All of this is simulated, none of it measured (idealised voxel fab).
Presented below is a process module, voxel lift off.
Each square cell in cross-section cut measures 5 nm, and the section as a whole is 300 nm wide.
A cross-section is a grid of square cells, given in bands from the top down. A band is one or more rows of cells. Heads up on the band format: heights come first, top then bottom, in nm. After that it's the materials left to right, each with its width in nm. A single material flagged "everywhere" fills the whole band edge to edge, and "empty" means there's empty space there. Where do heights start? At 0: under that level the wafer as delivered is made of one material only. And the lowest band has no floor; it just carries on downward, as in "0..down". It should be noted that a width expressed as "30 to 40" varies in equal increments from row to row of cells within the band, taking the value of the first number at the top row and that of the second number at the bottom row. "no modification" (step): cross-section cells unchanged, all of them. What "Closed void listing" gives you is every empty space of 8 cells or more that is cut off from the top. Each appears as width x height at distance, with the distance taken from the left edge and width, height and distance all in nm. Note: text after step settings on the step line = simulator remark on that step. Steps that use a mask can have "overlay nm" on their line. It says how far the mask sat to the right of where it was meant to be. Negative means to the left.

The following list gives the planned process steps
- 1: RECEIVE, material Si
- 2: CONFORMAL_DEP, material SiN, thk nm 10
- 3: PATTERN, tone open, mask id LINES, material resist, width nm 25, pitch nm 50, thk nm 20, overlay nm 0
- 4: DIRECTIONAL_DEP, material Ru, thk nm 10
- 5: STRIP, etch materials resist
- 6: CONFORMAL_DEP, material SiN, thk nm 5

Cross-section, incoming material, after step 1
	0..down = Si everywhere
	Closed void listing: none

First of two wafers, end-of-module section, run followed plan
	25..20 = 105 empty / 35 SiN / 15 empty / 35 SiN / 110 empty
	20..15 = 105 empty / 5 SiN / 25 Ru / 5 SiN / 15 empty / 5 SiN / 25 Ru / 5 SiN / 110 empty
	15..10 = 110 SiN / 25 Ru / 25 SiN / 25 Ru / 115 SiN
	10..0 = SiN everywhere
	0..down = Si everywhere
	Closed void listing: none

Cross-section of the latter of the two wafers at module completion. It had an identical start and an identical plan to the former; in running it, one mistake was made
	25..20 = 115 SiN / 15 empty / 35 SiN / 15 empty / 120 SiN
	20..15 = 110 Ru / 5 SiN / 15 empty / 5 SiN / 25 Ru / 5 SiN / 15 empty / 5 SiN / 115 Ru
	15..10 = 110 Ru / 25 SiN / 25 Ru / 25 SiN / 115 Ru
	10..0 = SiN everywhere
	0..down = Si everywhere
	Closed void listing: none
Nonconformance to the process plan: planned and actual differ for step 3; actual: PATTERN, tone cover, mask id LINES, material resist, width nm 25, pitch nm 50, thk nm 20, overlay nm 0
Count the cells at the end and the second wafer has more or fewer of some materials than the first: 80 more of Ru
